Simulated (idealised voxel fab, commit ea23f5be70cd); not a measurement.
The following process module bears the name voxel ribs on slabs.
The figure presents cross-section cut, which has a width of 260 nm and is divided into square cells with an edge length of 5 nm.
If you're reading a cross-section in this doc, picture square cells in a grid; it comes to you as bands, top ones listed first down to the bottom, and a band can be one or more rows of cells.
Band: top height; bottom height; in nm. Then, left to right: material with width in nm, for each material. "everywhere": a single material spanning edge to edge. "air": empty space.
The reference from which all heights are counted is 0, the level beneath which the as-received wafer is entirely one material; the lowest band, having no lower bound, proceeds downward and is written after the example "0 nm and below".
Per-row width for "30 to 40": begins at first number (top row of band), ends at second number (bottom row), increment between rows held constant.
What does "no alterations made" mean for a step? It means no cell of the cross-section changed in that step.
Closed-off voids of 8+ cells (no open route to the top) go in "Enclosed internal cavities", written width x height at distance from the left edge, in nm.
Where a step's line continues beyond its settings, the continuation is a remark by the simulator itself on that step.
Each step line may optionally specify "overlay nm", which for a step with a mask gives the rightward distance between the mask's planned place and where it lay, a negative value indicating the leftward direction.
What follows is a series of pairs. Each pair shows a cross-section before one process step and the cross-section after it, and the after view is drawn only down to the lowest band that changed. Beneath each pair is the step that lies between the two, with its settings. Pairs may come from different runs of this module on the same starting wafer, so a pair continues from the one above it only where its entry headed "Before step" says so.
Before step
- 0 nm and below = Si everywhere
- Enclosed internal cavities: none
Step Result
- 20 nm to 0 nm = SiO2 everywhere
- Under 0: no change, same as before.
- Enclosed internal cavities: none
What step was run between the cross-section before it and the cross-section after it, both above? DIRECTIONAL_DEP with material SiO2, thk nm 20
Before step: the after view from the pair directly above serves as the before view here.
Step Result
- 35 nm to 20 nm = polySi everywhere
- Under 20: no change, same as before.
- Enclosed internal cavities: none
What step was run between the cross-section before it and the cross-section after it, both above? DIRECTIONAL_DEP with material polySi, thk nm 15
Before step: the after view from the pair directly above serves as the before view here.
Step Result
- 50 nm to 35 nm = aC everywhere
- Under 35: no change, same as before.
- Enclosed internal cavities: none
What step was run between the cross-section before it and the cross-section after it, both above? DIRECTIONAL_DEP with material aC, thk nm 15
Before step: the after view from the pair directly above serves as the before view here.
Step Result
- 80 nm to 50 nm = 120 air, then 20 resist, then 120 air
- Under 50: no change, same as before.
- Enclosed internal cavities: none
What step was run between the cross-section before it and the cross-section after it, both above? PATTERN with tone cover, mask id RIB, material resist, width nm 20, thk nm 30, overlay nm 0
Before step: the after view from the pair directly above serves as the before view here.
Step Result
- 65 nm to 50 nm = 120 air, then 20 resist, then 120 air
- 50 nm to 35 nm = 120 air, then 20 aC, then 120 air
- Under 35: no change, same as before.
- Enclosed internal cavities: none
What step was run between the cross-section before it and the cross-section after it, both above? DIRECTIONAL_ETCH with etch materials aC, depth nm 15
Before step: the after view from the pair directly above serves as the before view here.
Step Result
- 50 nm to 35 nm = 120 air, then 20 aC, then 120 air
- Under 35: no change, same as before.
- Enclosed internal cavities: none
What step was run between the cross-section before it and the cross-section after it, both above? STRIP with etch materials resist
Before step: the after view from the pair directly above serves as the before view here.
Step Result
- 50 nm to 35 nm = 120 air, then 20 aC, then 120 air
- 35 nm to 30 nm = 120 air, then 20 polySi, then 120 air
- Under 30: no change, same as before.
- Enclosed internal cavities: none
What step was run between the cross-section before it and the cross-section after it, both above? DIRECTIONAL_ETCH with etch materials polySi, depth nm 5
Before step: the after view from the pair directly above serves as the before view here.
Step Result
- 35 nm to 30 nm = 120 air, then 20 polySi, then 120 air
- Under 30: no change, same as before.
- Enclosed internal cavities: none
What step was run between the cross-section before it and the cross-section after it, both above? STRIP with etch materials aC
Before step: the after view from the pair directly above serves as the before view here.
Step Result
- 50 nm to 45 nm = 120 air, then 20 aC, then 120 air
- 45 nm to 35 nm = aC everywhere
- 35 nm to 30 nm = 120 aC, then 20 polySi, then 120 aC
- Under 30: no change, same as before.
- Enclosed internal cavities: none
What step was run between the cross-section before it and the cross-section after it, both above? DIRECTIONAL_DEP with material aC, thk nm 15
Before step: the after view from the pair directly above serves as the before view here.
Step Result
- 80 nm to 50 nm = 100 air, then 60 resist, then 100 air
- 50 nm to 45 nm = 100 air, then 20 resist, then 20 aC, then 20 resist, then 100 air
- Under 45: no change, same as before.
- Enclosed internal cavities: none
What step was run between the cross-section before it and the cross-section after it, both above? PATTERN with tone cover, mask id SLAB, material resist, width nm 60, thk nm 30, overlay nm 0
Before step: the after view from the pair directly above serves as the before view here.
Step Result
- 65 nm to 50 nm = 100 air, then 60 resist, then 100 air
- 50 nm to 45 nm = 100 air, then 20 resist, then 20 aC, then 20 resist, then 100 air
- 45 nm to 35 nm = 100 air, then 60 aC, then 100 air
- 35 nm to 30 nm = 100 air, then 20 aC, then 20 polySi, then 20 aC, then 100 air
- Under 30: no change, same as before.
- Enclosed internal cavities: none
What step was run between the cross-section before it and the cross-section after it, both above? DIRECTIONAL_ETCH with etch materials aC, depth nm 15
Before step: the after view from the pair directly above serves as the before view here.
Step Result
- 50 nm to 45 nm = 120 air, then 20 aC, then 120 air
- Under 45: no change, same as before.
- Enclosed internal cavities: none
What step was run between the cross-section before it and the cross-section after it, both above? STRIP with etch materials resist
Before step: the after view from the pair directly above serves as the before view here.
Step Result
- 50 nm to 45 nm = 120 air, then 20 aC, then 120 air
- 45 nm to 35 nm = 100 air, then 60 aC, then 100 air
- 35 nm to 30 nm = 100 air, then 20 aC, then 20 polySi, then 20 aC, then 100 air
- 30 nm to 20 nm = 100 air, then 60 polySi, then 100 air
- Under 20: no change, same as before.
- Enclosed internal cavities: none
What step was run between the cross-section before it and the cross-section after it, both above? DIRECTIONAL_ETCH with etch materials polySi, depth nm 10
Before step: the after view from the pair directly above serves as the before view here.
Step Result
- 35 nm to 30 nm = 120 air, then 20 polySi, then 120 air
- Under 30: no change, same as before.
- Enclosed internal cavities: none
What step was run between the cross-section before it and the cross-section after it, both above? STRIP with etch materials aC
Before step: the after view from the pair directly above serves as the before view here.
Step Result
- 60 nm to 35 nm = SiO2 everywhere
- 35 nm to 30 nm = 120 SiO2, then 20 polySi, then 120 SiO2
- 30 nm to 20 nm = 100 SiO2, then 60 polySi, then 100 SiO2
- Under 20: no change, same as before.
- Enclosed internal cavities: none
What step was run between the cross-section before it and the cross-section after it, both above? FILL_DEP with material SiO2, thk nm 25
Before step: the after view from the pair directly above serves as the before view here.
Step Result
- 55 nm to 35 nm = SiO2 everywhere
- Under 35: no change, same as before.
- Enclosed internal cavities: none
What step was run between the cross-section before it and the cross-section after it, both above? CMP with height nm 55
Before step: the after view from the pair directly above serves as the before view here.
Step Result
- 65 nm to 55 nm = W everywhere
- Under 55: no change, same as before.
- Enclosed internal cavities: none
What step was run between the cross-section before it and the cross-section after it, both above? DIRECTIONAL_DEP with material W, thk nm 10
Before step: the after view from the pair directly above serves as the before view here.
Step Result
- 65 nm to 55 nm = 115 air, then 30 W, then 115 air
- Under 55: no change, same as before.
- Enclosed internal cavities: none
What step was run between the cross-section before it and the cross-section after it, both above? MASKED_ETCH with tone cover, mask id HEATER, width nm 30, etch materials W, depth nm 10, overlay nm 0
Before step: the after view from the pair directly above serves as the before view here.
Step Result
- 70 nm to 65 nm = 110 air, then 40 SiO2, then 110 air
- 65 nm to 60 nm = 110 air, then 5 SiO2, then 30 W, then 5 SiO2, then 110 air
- 60 nm to 55 nm = 115 SiO2, then 30 W, then 115 SiO2
- Under 55: no change, same as before.
- Enclosed internal cavities: none
What step was run between the cross-section before it and the cross-section after it, both above? CONFORMAL_DEP with material SiO2, thk nm 5
Before step
- 35 nm to 20 nm = polySi everywhere
- 20 nm to 0 nm = SiO2 everywhere
- 0 nm and below = Si everywhere
- Enclosed internal cavities: none
Step Result
- 50 nm to 20 nm = polySi everywhere
- Under 20: no change, same as before.
- Enclosed internal cavities: none
What step was run between the cross-section before it and the cross-section after it, both above? DIRECTIONAL_DEP with material polySi, thk nm 15
Before step: the after view from the pair directly above serves as the before view here.
Step Result
- 65 nm to 50 nm = aC everywhere
- Under 50: no change, same as before.
- Enclosed internal cavities: none
What step was run between the cross-section before it and the cross-section after it, both above? DIRECTIONAL_DEP with material aC, thk nm 15
Before step: the after view from the pair directly above serves as the before view here.
Step Result
- 95 nm to 65 nm = 120 air, then 20 resist, then 120 air
- Under 65: no change, same as before.
- Enclosed internal cavities: none
What step was run between the cross-section before it and the cross-section after it, both above? PATTERN with tone cover, mask id RIB, material resist, width nm 20, thk nm 30, overlay nm 0
Before step: the after view from the pair directly above serves as the before view here.
Step Result
- 80 nm to 65 nm = 120 air, then 20 resist, then 120 air
- 65 nm to 50 nm = 120 air, then 20 aC, then 120 air
- Under 50: no change, same as before.
- Enclosed internal cavities: none
What step was run between the cross-section before it and the cross-section after it, both above? DIRECTIONAL_ETCH with etch materials aC, depth nm 15
Before step: the after view from the pair directly above serves as the before view here.
Step Result
- 65 nm to 50 nm = 120 air, then 20 aC, then 120 air
- Under 50: no change, same as before.
- Enclosed internal cavities: none
What step was run between the cross-section before it and the cross-section after it, both above? STRIP with etch materials resist
Before step: the after view from the pair directly above serves as the before view here.
Step Result
- 65 nm to 50 nm = 120 air, then 20 aC, then 120 air
- 50 nm to 45 nm = 120 air, then 20 polySi, then 120 air
- Under 45: no change, same as before.
- Enclosed internal cavities: none
What step was run between the cross-section before it and the cross-section after it, both above? DIRECTIONAL_ETCH with etch materials polySi, depth nm 5
Before step: the after view from the pair directly above serves as the before view here.
Step Result
- 50 nm to 45 nm = 120 air, then 20 polySi, then 120 air
- Under 45: no change, same as before.
- Enclosed internal cavities: none
What step was run between the cross-section before it and the cross-section after it, both above? STRIP with etch materials aC
Before step: the after view from the pair directly above serves as the before view here.
Step Result
- 65 nm to 60 nm = 120 air, then 20 aC, then 120 air
- 60 nm to 50 nm = aC everywhere
- 50 nm to 45 nm = 120 aC, then 20 polySi, then 120 aC
- Under 45: no change, same as before.
- Enclosed internal cavities: none
What step was run between the cross-section before it and the cross-section after it, both above? DIRECTIONAL_DEP with material aC, thk nm 15
Before step: the after view from the pair directly above serves as the before view here.
Step Result
- 95 nm to 65 nm = 100 air, then 60 resist, then 100 air
- 65 nm to 60 nm = 100 air, then 20 resist, then 20 aC, then 20 resist, then 100 air
- Under 60: no change, same as before.
- Enclosed internal cavities: none
What step was run between the cross-section before it and the cross-section after it, both above? PATTERN with tone cover, mask id SLAB, material resist, width nm 60, thk nm 30, overlay nm 0
Before step: the after view from the pair directly above serves as the before view here.
Step Result
- 80 nm to 65 nm = 100 air, then 60 resist, then 100 air
- 65 nm to 60 nm = 100 air, then 20 resist, then 20 aC, then 20 resist, then 100 air
- 60 nm to 50 nm = 100 air, then 60 aC, then 100 air
- 50 nm to 45 nm = 100 air, then 20 aC, then 20 polySi, then 20 aC, then 100 air
- Under 45: no change, same as before.
- Enclosed internal cavities: none
What step was run between the cross-section before it and the cross-section after it, both above? DIRECTIONAL_ETCH with etch materials aC, depth nm 15
Before step: the after view from the pair directly above serves as the before view here.
Step Result
- 65 nm to 60 nm = 120 air, then 20 aC, then 120 air
- Under 60: no change, same as before.
- Enclosed internal cavities: none
What step was run between the cross-section before it and the cross-section after it, both above? STRIP with etch materials resist
Before step: the after view from the pair directly above serves as the before view here.
Step Result
- 65 nm to 60 nm = 120 air, then 20 aC, then 120 air
- 60 nm to 50 nm = 100 air, then 60 aC, then 100 air
- 50 nm to 45 nm = 100 air, then 20 aC, then 20 polySi, then 20 aC, then 100 air
- 45 nm to 35 nm = 100 air, then 60 polySi, then 100 air
- Under 35: no change, same as before.
- Enclosed internal cavities: none
What step was run between the cross-section before it and the cross-section after it, both above? DIRECTIONAL_ETCH with etch materials polySi, depth nm 10
Before step: the after view from the pair directly above serves as the before view here.
Step Result
- 50 nm to 45 nm = 120 air, then 20 polySi, then 120 air
- Under 45: no change, same as before.
- Enclosed internal cavities: none
What step was run between the cross-section before it and the cross-section after it, both above? STRIP with etch materials aC
Before step: the after view from the pair directly above serves as the before view here.
Step Result
- 75 nm to 50 nm = SiO2 everywhere
- 50 nm to 45 nm = 120 SiO2, then 20 polySi, then 120 SiO2
- 45 nm to 35 nm = 100 SiO2, then 60 polySi, then 100 SiO2
- Under 35: no change, same as before.
- Enclosed internal cavities: none
What step was run between the cross-section before it and the cross-section after it, both above? FILL_DEP with material SiO2, thk nm 25
Before step: the after view from the pair directly above serves as the before view here.
Step Result
- 55 nm to 50 nm = SiO2 everywhere
- Under 50: no change, same as before.
- Enclosed internal cavities: none
What step was run between the cross-section before it and the cross-section after it, both above? CMP with height nm 55
Before step: the after view from the pair directly above serves as the before view here.
Step Result
- 65 nm to 55 nm = W everywhere
- Under 55: no change, same as before.
- Enclosed internal cavities: none
What step was run between the cross-section before it and the cross-section after it, both above? DIRECTIONAL_DEP with material W, thk nm 10
Before step: the after view from the pair directly above serves as the before view here.
Step Result
- 65 nm to 55 nm = 115 air, then 30 W, then 115 air
- Under 55: no change, same as before.
- Enclosed internal cavities: none
What step was run between the cross-section before it and the cross-section after it, both above? MASKED_ETCH with tone cover, mask id HEATER, width nm 30, etch materials W, depth nm 10, overlay nm 0
Before step: the after view from the pair directly above serves as the before view here.
Step Result
- 70 nm to 65 nm = 110 air, then 40 SiO2, then 110 air
- 65 nm to 60 nm = 110 air, then 5 SiO2, then 30 W, then 5 SiO2, then 110 air
- 60 nm to 55 nm = 115 SiO2, then 30 W, then 115 SiO2
- Under 55: no change, same as before.
- Enclosed internal cavities: none
What step was run between the cross-section before it and the cross-section after it, both above? CONFORMAL_DEP with material SiO2, thk nm 5
Before step
- 0 nm and below = Si everywhere
- Enclosed internal cavities: none
Step Result
- 15 nm to 0 nm = polySi everywhere
- Under 0: no change, same as before.
- Enclosed internal cavities: none
What step was run between the cross-section before it and the cross-section after it, both above? DIRECTIONAL_DEP with material polySi, thk nm 15
Before step: the after view from the pair directly above serves as the before view here.
Step Result
- 35 nm to 15 nm = SiO2 everywhere
- Under 15: no change, same as before.
- Enclosed internal cavities: none
What step was run between the cross-section before it and the cross-section after it, both above? DIRECTIONAL_DEP with material SiO2, thk nm 20
Before step: the after view from the pair directly above serves as the before view here.
Step Result
- 50 nm to 35 nm = aC everywhere
- Under 35: no change, same as before.
- Enclosed internal cavities: none
What step was run between the cross-section before it and the cross-section after it, both above? DIRECTIONAL_DEP with material aC, thk nm 15
Before step: the after view from the pair directly above serves as the before view here.
Step Result
- 80 nm to 50 nm = 120 air, then 20 resist, then 120 air
- Under 50: no change, same as before.
- Enclosed internal cavities: none
What step was run between the cross-section before it and the cross-section after it, both above? PATTERN with tone cover, mask id RIB, material resist, width nm 20, thk nm 30, overlay nm 0
Before step: the after view from the pair directly above serves as the before view here.
Step Result
- 65 nm to 50 nm = 120 air, then 20 resist, then 120 air
- 50 nm to 35 nm = 120 air, then 20 aC, then 120 air
- Under 35: no change, same as before.
- Enclosed internal cavities: none
What step was run between the cross-section before it and the cross-section after it, both above? DIRECTIONAL_ETCH with etch materials aC, depth nm 15
Before step: the after view from the pair directly above serves as the before view here.
Step Result
- 50 nm to 35 nm = 120 air, then 20 aC, then 120 air
- Under 35: no change, same as before.
- Enclosed internal cavities: none
What step was run between the cross-section before it and the cross-section after it, both above? STRIP with etch materials resist
Before step: the after view from the pair directly above serves as the before view here.
Step Result
- 35 nm to 15 nm = SiO2 everywhere
- Under 15: no change, same as before.
- Enclosed internal cavities: none
What step was run between the cross-section before it and the cross-section after it, both above? STRIP with etch materials aC
Before step
- 50 nm to 35 nm = aC everywhere
- 35 nm to 15 nm = SiO2 everywhere
- 15 nm to 0 nm = polySi everywhere
- 0 nm and below = Si everywhere
- Enclosed internal cavities: none
Step Result
- 80 nm to 50 nm = 100 air, then 60 resist, then 100 air
- Under 50: no change, same as before.
- Enclosed internal cavities: none
What step was run between the cross-section before it and the cross-section after it, both above? PATTERN with tone cover, mask id SLAB, material resist, width nm 60, thk nm 30, overlay nm 0
Before step: the after view from the pair directly above serves as the before view here.
Step Result
- 65 nm to 50 nm = 100 air, then 60 resist, then 100 air
- 50 nm to 35 nm = 100 air, then 60 aC, then 100 air
- Under 35: no change, same as before.
- Enclosed internal cavities: none
What step was run between the cross-section before it and the cross-section after it, both above? DIRECTIONAL_ETCH with etch materials aC, depth nm 15
Before step: the after view from the pair directly above serves as the before view here.
Step Result
- 50 nm to 35 nm = 100 air, then 60 aC, then 100 air
- Under 35: no change, same as before.
- Enclosed internal cavities: none
What step was run between the cross-section before it and the cross-section after it, both above? STRIP with etch materials resist
Before step: the after view from the pair directly above serves as the before view here.
Step Result
- 35 nm to 15 nm = SiO2 everywhere
- Under 15: no change, same as before.
- Enclosed internal cavities: none
What step was run between the cross-section before it and the cross-section after it, both above? STRIP with etch materials aC
Before step: the after view from the pair directly above serves as the before view here.
Step Result
- 60 nm to 15 nm = SiO2 everywhere
- Under 15: no change, same as before.
- Enclosed internal cavities: none
What step was run between the cross-section before it and the cross-section after it, both above? FILL_DEP with material SiO2, thk nm 25
Before step: the after view from the pair directly above serves as the before view here.
Step Result
- 55 nm to 15 nm = SiO2 everywhere
- Under 15: no change, same as before.
- Enclosed internal cavities: none
What step was run between the cross-section before it and the cross-section after it, both above? CMP with height nm 55
Before step: the after view from the pair directly above serves as the before view here.
Step Result
- 65 nm to 55 nm = W everywhere
- Under 55: no change, same as before.
- Enclosed internal cavities: none
What step was run between the cross-section before it and the cross-section after it, both above? DIRECTIONAL_DEP with material W, thk nm 10
Before step: the after view from the pair directly above serves as the before view here.
Step Result
- 65 nm to 55 nm = 115 air, then 30 W, then 115 air
- Under 55: no change, same as before.
- Enclosed internal cavities: none
What step was run between the cross-section before it and the cross-section after it, both above? MASKED_ETCH with tone cover, mask id HEATER, width nm 30, etch materials W, depth nm 10, overlay nm 0
Before step: the after view from the pair directly above serves as the before view here.
Step Result
- 70 nm to 65 nm = 110 air, then 40 SiO2, then 110 air
- 65 nm to 60 nm = 110 air, then 5 SiO2, then 30 W, then 5 SiO2, then 110 air
- 60 nm to 55 nm = 115 SiO2, then 30 W, then 115 SiO2
- Under 55: no change, same as before.
- Enclosed internal cavities: none
What step was run between the cross-section before it and the cross-section after it, both above? CONFORMAL_DEP with material SiO2, thk nm 5
Before step
- 20 nm to 0 nm = SiO2 everywhere
- 0 nm and below = Si everywhere
- Enclosed internal cavities: none
Step Result
- 40 nm to 20 nm = polySi everywhere
- Under 20: no change, same as before.
- Enclosed internal cavities: none
What step was run between the cross-section before it and the cross-section after it, both above? DIRECTIONAL_DEP with material polySi, thk nm 20
Before step: the after view from the pair directly above serves as the before view here.
Step Result
- 55 nm to 40 nm = aC everywhere
- Under 40: no change, same as before.
- Enclosed internal cavities: none
What step was run between the cross-section before it and the cross-section after it, both above? DIRECTIONAL_DEP with material aC, thk nm 15
Before step: the after view from the pair directly above serves as the before view here.
Step Result
- 85 nm to 55 nm = 120 air, then 20 resist, then 120 air
- Under 55: no change, same as before.
- Enclosed internal cavities: none
What step was run between the cross-section before it and the cross-section after it, both above? PATTERN with tone cover, mask id RIB, material resist, width nm 20, thk nm 30, overlay nm 0
Before step: the after view from the pair directly above serves as the before view here.
Step Result
- 70 nm to 55 nm = 120 air, then 20 resist, then 120 air
- 55 nm to 40 nm = 120 air, then 20 aC, then 120 air
- Under 40: no change, same as before.
- Enclosed internal cavities: none
What step was run between the cross-section before it and the cross-section after it, both above? DIRECTIONAL_ETCH with etch materials aC, depth nm 15
Before step: the after view from the pair directly above serves as the before view here.
Step Result
- 55 nm to 40 nm = 120 air, then 20 aC, then 120 air
- Under 40: no change, same as before.
- Enclosed internal cavities: none
What step was run between the cross-section before it and the cross-section after it, both above? STRIP with etch materials resist
Before step: the after view from the pair directly above serves as the before view here.
Step Result
- 55 nm to 40 nm = 120 air, then 20 aC, then 120 air
- 40 nm to 35 nm = 120 air, then 20 polySi, then 120 air
- Under 35: no change, same as before.
- Enclosed internal cavities: none
What step was run between the cross-section before it and the cross-section after it, both above? DIRECTIONAL_ETCH with etch materials polySi, depth nm 5
Before step: the after view from the pair directly above serves as the before view here.
Step Result
- 40 nm to 35 nm = 120 air, then 20 polySi, then 120 air
- Under 35: no change, same as before.
- Enclosed internal cavities: none
What step was run between the cross-section before it and the cross-section after it, both above? STRIP with etch materials aC
Before step: the after view from the pair directly above serves as the before view here.
Step Result
- 55 nm to 50 nm = 120 air, then 20 aC, then 120 air
- 50 nm to 40 nm = aC everywhere
- 40 nm to 35 nm = 120 aC, then 20 polySi, then 120 aC
- Under 35: no change, same as before.
- Enclosed internal cavities: none
What step was run between the cross-section before it and the cross-section after it, both above? DIRECTIONAL_DEP with material aC, thk nm 15
Before step: the after view from the pair directly above serves as the before view here.
Step Result
- 85 nm to 55 nm = 100 air, then 60 resist, then 100 air
- 55 nm to 50 nm = 100 air, then 20 resist, then 20 aC, then 20 resist, then 100 air
- Under 50: no change, same as before.
- Enclosed internal cavities: none
What step was run between the cross-section before it and the cross-section after it, both above? PATTERN with tone cover, mask id SLAB, material resist, width nm 60, thk nm 30, overlay nm 0
Before step: the after view from the pair directly above serves as the before view here.
Step Result
- 70 nm to 55 nm = 100 air, then 60 resist, then 100 air
- 55 nm to 50 nm = 100 air, then 20 resist, then 20 aC, then 20 resist, then 100 air
- 50 nm to 40 nm = 100 air, then 60 aC, then 100 air
- 40 nm to 35 nm = 100 air, then 20 aC, then 20 polySi, then 20 aC, then 100 air
- Under 35: no change, same as before.
- Enclosed internal cavities: none
What step was run between the cross-section before it and the cross-section after it, both above? DIRECTIONAL_ETCH with etch materials aC, depth nm 15
Before step: the after view from the pair directly above serves as the before view here.
Step Result
- 55 nm to 50 nm = 120 air, then 20 aC, then 120 air
- Under 50: no change, same as before.
- Enclosed internal cavities: none
What step was run between the cross-section before it and the cross-section after it, both above? STRIP with etch materials resist
Before step: the after view from the pair directly above serves as the before view here.
Step Result
- 55 nm to 50 nm = 120 air, then 20 aC, then 120 air
- 50 nm to 40 nm = 100 air, then 60 aC, then 100 air
- 40 nm to 35 nm = 100 air, then 20 aC, then 20 polySi, then 20 aC, then 100 air
- 35 nm to 25 nm = 100 air, then 60 polySi, then 100 air
- Under 25: no change, same as before.
- Enclosed internal cavities: none
What step was run between the cross-section before it and the cross-section after it, both above? DIRECTIONAL_ETCH with etch materials polySi, depth nm 10
Before step: the after view from the pair directly above serves as the before view here.
Step Result
- 40 nm to 35 nm = 120 air, then 20 polySi, then 120 air
- Under 35: no change, same as before.
- Enclosed internal cavities: none
What step was run between the cross-section before it and the cross-section after it, both above? STRIP with etch materials aC
Before step: the after view from the pair directly above serves as the before view here.
Step Result
- 65 nm to 40 nm = SiO2 everywhere
- 40 nm to 35 nm = 120 SiO2, then 20 polySi, then 120 SiO2
- 35 nm to 25 nm = 100 SiO2, then 60 polySi, then 100 SiO2
- Under 25: no change, same as before.
- Enclosed internal cavities: none
What step was run between the cross-section before it and the cross-section after it, both above? FILL_DEP with material SiO2, thk nm 25
Before step: the after view from the pair directly above serves as the before view here.
Step Result
- 55 nm to 40 nm = SiO2 everywhere
- Under 40: no change, same as before.
- Enclosed internal cavities: none
What step was run between the cross-section before it and the cross-section after it, both above? CMP with height nm 55
Before step: the after view from the pair directly above serves as the before view here.
Step Result
- 65 nm to 55 nm = W everywhere
- Under 55: no change, same as before.
- Enclosed internal cavities: none
What step was run between the cross-section before it and the cross-section after it, both above? DIRECTIONAL_DEP with material W, thk nm 10
Before step: the after view from the pair directly above serves as the before view here.
Step Result
- 65 nm to 55 nm = 115 air, then 30 W, then 115 air
- Under 55: no change, same as before.
- Enclosed internal cavities: none
What step was run between the cross-section before it and the cross-section after it, both above? MASKED_ETCH with tone cover, mask id HEATER, width nm 30, etch materials W, depth nm 10, overlay nm 0
Before step: the after view from the pair directly above serves as the before view here.
Step Result
- 70 nm to 65 nm = 110 air, then 40 SiO2, then 110 air
- 65 nm to 60 nm = 110 air, then 5 SiO2, then 30 W, then 5 SiO2, then 110 air
- 60 nm to 55 nm = 115 SiO2, then 30 W, then 115 SiO2
- Under 55: no change, same as before.
- Enclosed internal cavities: none
What step was run between the cross-section before it and the cross-section after it, both above? CONFORMAL_DEP with material SiO2, thk nm 5
Before step
- 50 nm to 35 nm = aC everywhere
- 35 nm to 20 nm = polySi everywhere
- 20 nm to 0 nm = SiO2 everywhere
- 0 nm and below = Si everywhere
- Enclosed internal cavities: none
Step Result
- 80 nm to 50 nm = 120 air, then 25 resist, then 115 air
- Under 50: no change, same as before.
- Enclosed internal cavities: none
What step was run between the cross-section before it and the cross-section after it, both above? PATTERN with tone cover, mask id RIB, material resist, width nm 25, thk nm 30, overlay nm 0
Before step: the after view from the pair directly above serves as the before view here.
Step Result
- 65 nm to 50 nm = 120 air, then 25 resist, then 115 air
- 50 nm to 35 nm = 120 air, then 25 aC, then 115 air
- Under 35: no change, same as before.
- Enclosed internal cavities: none
What step was run between the cross-section before it and the cross-section after it, both above? DIRECTIONAL_ETCH with etch materials aC, depth nm 15
Before step: the after view from the pair directly above serves as the before view here.
Step Result
- 50 nm to 35 nm = 120 air, then 25 aC, then 115 air
- Under 35: no change, same as before.
- Enclosed internal cavities: none
What step was run between the cross-section before it and the cross-section after it, both above? STRIP with etch materials resist
Before step: the after view from the pair directly above serves as the before view here.
Step Result
- 50 nm to 35 nm = 120 air, then 25 aC, then 115 air
- 35 nm to 30 nm = 120 air, then 25 polySi, then 115 air
- Under 30: no change, same as before.
- Enclosed internal cavities: none
What step was run between the cross-section before it and the cross-section after it, both above? DIRECTIONAL_ETCH with etch materials polySi, depth nm 5
Before step: the after view from the pair directly above serves as the before view here.
Step Result
- 35 nm to 30 nm = 120 air, then 25 polySi, then 115 air
- Under 30: no change, same as before.
- Enclosed internal cavities: none
What step was run between the cross-section before it and the cross-section after it, both above? STRIP with etch materials aC
Before step: the after view from the pair directly above serves as the before view here.
Step Result
- 50 nm to 45 nm = 120 air, then 25 aC, then 115 air
- 45 nm to 35 nm = aC everywhere
- 35 nm to 30 nm = 120 aC, then 25 polySi, then 115 aC
- Under 30: no change, same as before.
- Enclosed internal cavities: none
What step was run between the cross-section before it and the cross-section after it, both above? DIRECTIONAL_DEP with material aC, thk nm 15
Before step: the after view from the pair directly above serves as the before view here.
Step Result
- 80 nm to 50 nm = 100 air, then 60 resist, then 100 air
- 50 nm to 45 nm = 100 air, then 20 resist, then 25 aC, then 15 resist, then 100 air
- Under 45: no change, same as before.
- Enclosed internal cavities: none
What step was run between the cross-section before it and the cross-section after it, both above? PATTERN with tone cover, mask id SLAB, material resist, width nm 60, thk nm 30, overlay nm 0
Before step: the after view from the pair directly above serves as the before view here.
Step Result
- 65 nm to 50 nm = 100 air, then 60 resist, then 100 air
- 50 nm to 45 nm = 100 air, then 20 resist, then 25 aC, then 15 resist, then 100 air
- 45 nm to 35 nm = 100 air, then 60 aC, then 100 air
- 35 nm to 30 nm = 100 air, then 20 aC, then 25 polySi, then 15 aC, then 100 air
- Under 30: no change, same as before.
- Enclosed internal cavities: none
What step was run between the cross-section before it and the cross-section after it, both above? DIRECTIONAL_ETCH with etch materials aC, depth nm 15
Before step: the after view from the pair directly above serves as the before view here.
Step Result
- 50 nm to 45 nm = 120 air, then 25 aC, then 115 air
- Under 45: no change, same as before.
- Enclosed internal cavities: none
What step was run between the cross-section before it and the cross-section after it, both above? STRIP with etch materials resist
Before step: the after view from the pair directly above serves as the before view here.
Step Result
- 50 nm to 45 nm = 120 air, then 25 aC, then 115 air
- 45 nm to 35 nm = 100 air, then 60 aC, then 100 air
- 35 nm to 30 nm = 100 air, then 20 aC, then 25 polySi, then 15 aC, then 100 air
- 30 nm to 20 nm = 100 air, then 60 polySi, then 100 air
- Under 20: no change, same as before.
- Enclosed internal cavities: none
What step was run between the cross-section before it and the cross-section after it, both above? DIRECTIONAL_ETCH with etch materials polySi, depth nm 10
Before step: the after view from the pair directly above serves as the before view here.
Step Result
- 35 nm to 30 nm = 120 air, then 25 polySi, then 115 air
- Under 30: no change, same as before.
- Enclosed internal cavities: none
What step was run between the cross-section before it and the cross-section after it, both above? STRIP with etch materials aC
Before step: the after view from the pair directly above serves as the before view here.
Step Result
- 60 nm to 35 nm = SiO2 everywhere
- 35 nm to 30 nm = 120 SiO2, then 25 polySi, then 115 SiO2
- 30 nm to 20 nm = 100 SiO2, then 60 polySi, then 100 SiO2
- Under 20: no change, same as before.
- Enclosed internal cavities: none
What step was run between the cross-section before it and the cross-section after it, both above? FILL_DEP with material SiO2, thk nm 25
Before step: the after view from the pair directly above serves as the before view here.
Step Result
- 55 nm to 35 nm = SiO2 everywhere
- Under 35: no change, same as before.
- Enclosed internal cavities: none
What step was run between the cross-section before it and the cross-section after it, both above? CMP with height nm 55
Before step: the after view from the pair directly above serves as the before view here.
Step Result
- 65 nm to 55 nm = W everywhere
- Under 55: no change, same as before.
- Enclosed internal cavities: none
What step was run between the cross-section before it and the cross-section after it, both above? DIRECTIONAL_DEP with material W, thk nm 10
Before step: the after view from the pair directly above serves as the before view here.
Step Result
- 65 nm to 55 nm = 115 air, then 30 W, then 115 air
- Under 55: no change, same as before.
- Enclosed internal cavities: none
What step was run between the cross-section before it and the cross-section after it, both above? MASKED_ETCH with tone cover, mask id HEATER, width nm 30, etch materials W, depth nm 10, overlay nm 0
Before step: the after view from the pair directly above serves as the before view here.
Step Result
- 70 nm to 65 nm = 110 air, then 40 SiO2, then 110 air
- 65 nm to 60 nm = 110 air, then 5 SiO2, then 30 W, then 5 SiO2, then 110 air
- 60 nm to 55 nm = 115 SiO2, then 30 W, then 115 SiO2
- Under 55: no change, same as before.
- Enclosed internal cavities: none
What step was run between the cross-section before it and the cross-section after it, both above? CONFORMAL_DEP with material SiO2, thk nm 5
Before step
- 50 nm to 35 nm = aC everywhere
- 35 nm to 20 nm = polySi everywhere
- 20 nm to 0 nm = SiO2 everywhere
- 0 nm and below = Si everywhere
- Enclosed internal cavities: none
Step Result
- 80 nm to 50 nm = 115 air, then 20 resist, then 125 air
- Under 50: no change, same as before.
- Enclosed internal cavities: none
What step was run between the cross-section before it and the cross-section after it, both above? PATTERN with tone cover, mask id RIB, material resist, width nm 20, thk nm 30, overlay nm -5
Before step: the after view from the pair directly above serves as the before view here.
Step Result
- 65 nm to 50 nm = 115 air, then 20 resist, then 125 air
- 50 nm to 35 nm = 115 air, then 20 aC, then 125 air
- Under 35: no change, same as before.
- Enclosed internal cavities: none
What step was run between the cross-section before it and the cross-section after it, both above? DIRECTIONAL_ETCH with etch materials aC, depth nm 15
